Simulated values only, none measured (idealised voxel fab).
Name of the process module below: voxel gate over fins
The width of the displayed cross-section, cut, is 155 nm; its cells are square, with a size of 5 nm.
Bands, listed from the top down, are how a cross-section gets written in this document; the cross-section itself is a grid of square cells, and a band is one or more rows of them.
For a band, the entry starts with two heights in nm, that of the top and then that of the bottom, and carries on with the band's materials in order from left to right, each alongside its width in nm; the word "all across" beside a single material means it fills the band edge to edge, and "air" means empty space.
Heights are expressed relative to 0, this being the level below which the as-received wafer comprises one material exclusively. The lowest band is unbounded in the downward direction and is denoted as in "0 down".
With a width like "30 to 40", each row of cells in the band differs from the next by the same amount, the top row carrying the first number and the bottom row the second.
"same as before", as given for a step, is the statement that not any cell of the cross-section underwent a change during that step.
The entry titled "Closed void list" provides the empty spaces that have no open way to the top, restricted to those of 8 cells or more. Each is presented as width x height at distance, the distance being measured from the left edge, with all three in nm.
It should be noted that, on the line of a given step, the content following the step's settings is a remark produced by the simulator itself with respect to that step.
The setting "overlay nm" may be written on the line of a step. When the step uses a mask, the value reports how far to the right of the planned place the mask lay, and a negative value reports that it lay to the left.
-- The following list gives the planned process steps
| 1 | op RECEIVE | material Si |
| 2 | op CONFORMAL_DEP | material SiN | thk nm 10 |
| 3 | op DIRECTIONAL_DEP | material aC | thk nm 15 |
| 4 | op PATTERN | tone cover | mask id FINS | material resist | width nm 15 | pitch nm 50 | thk nm 35 | overlay nm 0 |
| 5 | op DIRECTIONAL_ETCH | etch materials aC | depth nm 15 |
| 6 | op STRIP | etch materials resist |
| 7 | op DIRECTIONAL_ETCH | etch materials SiN | depth nm 10 |
| 8 | op DIRECTIONAL_ETCH | etch materials Si | depth nm 35 |
| 9 | op STRIP | etch materials aC |
| 10 | op FILL_DEP | material SiO2 | thk nm 5 |
| 11 | op CMP | height nm 10 |
| 12 | op DIRECTIONAL_DEP | material aC | thk nm 10 |
| 13 | op PATTERN | tone open | mask id RAIL | material resist | width nm 15 | thk nm 30 | overlay nm 0 |
| 14 | op DIRECTIONAL_ETCH | etch materials aC | depth nm 10 |
| 15 | op STRIP | etch materials resist |
| 16 | op DIRECTIONAL_ETCH | etch materials SiO2 | depth nm 40 |
| 17 | op STRIP | etch materials aC |
| 18 | op CONFORMAL_DEP | material TiN | thk nm 5 |
| 19 | op FILL_DEP | material W | thk nm 5 |
| 20 | op CMP | height nm 10 |
| 21 | op SELECTIVE_ETCH | etch materials W Ru TiN | depth nm 25 |
| 22 | op FILL_DEP | material SiO2 | thk nm 5 |
| 23 | op CMP | height nm 10 |
| 24 | op SELECTIVE_ETCH | etch materials SiO2 | depth nm 20 |
| 25 | op STRIP | etch materials SiN |
| 26 | op CONFORMAL_DEP | material HfO2 | thk nm 5 |
| 27 | op CONFORMAL_DEP | material TiN | thk nm 5 |
| 28 | op FILL_DEP | material W | thk nm 15 |
| 29 | op CMP | height nm 20 |
| 30 | op CONFORMAL_DEP | material SiN | thk nm 10 |
-- Incoming wafer, cross-sectional view, post step 1
	0 down: Si all across
	Closed void list: none
-- The plan above was carried out on the starting structure above with one mistake, and this cross-section shows the wafer at the end of the module
	30 to 20: SiN all across
	20 to 10: W all across
	10 to 5: W 10; TiN 35; W 15; TiN 35; W 15; TiN 35; W 10
	5 to 0: W 10; TiN 5; HfO2 25; TiN 5; W 15; TiN 5; HfO2 25; TiN 5; W 15; TiN 5; HfO2 25; TiN 5; W 10
	0 to -5: W 10; TiN 5; HfO2 5; Si 15; HfO2 5; TiN 5; W 15; TiN 5; HfO2 5; Si 15; HfO2 5; TiN 5; W 15; TiN 5; HfO2 5; Si 15; HfO2 5; TiN 5; W 10
	-5 to -10: W 10; TiN 5; HfO2 5; Si 15; HfO2 5; TiN 25; HfO2 5; Si 15; HfO2 5; TiN 5; W 15; TiN 5; HfO2 5; Si 15; HfO2 5; TiN 5; W 10
	-10 to -15: W 10; TiN 5; HfO2 5; Si 15; HfO2 35; Si 15; HfO2 5; TiN 5; W 15; TiN 5; HfO2 5; Si 15; HfO2 5; TiN 5; W 10
	-15 to -20: W 10; TiN 5; HfO2 5; Si 15; HfO2 10; TiN 5; W 5; TiN 5; HfO2 10; Si 15; HfO2 5; TiN 5; W 15; TiN 5; HfO2 5; Si 15; HfO2 5; TiN 5; W 10
	-20 to -25: TiN 15; HfO2 5; Si 15; HfO2 10; TiN 5; W 5; TiN 5; HfO2 10; Si 15; HfO2 5; TiN 25; HfO2 5; Si 15; HfO2 5; TiN 15
	-25 to -30: HfO2 20; Si 15; HfO2 10; TiN 15; HfO2 10; Si 15; HfO2 35; Si 15; HfO2 20
	-30 to -35: SiO2 20; Si 15; SiO2 35; Si 15; SiO2 35; Si 15; SiO2 20
	-35 down: Si all across
	Closed void list: none
Diagnosis: it should be noted that step 24 of the plan was executed twice
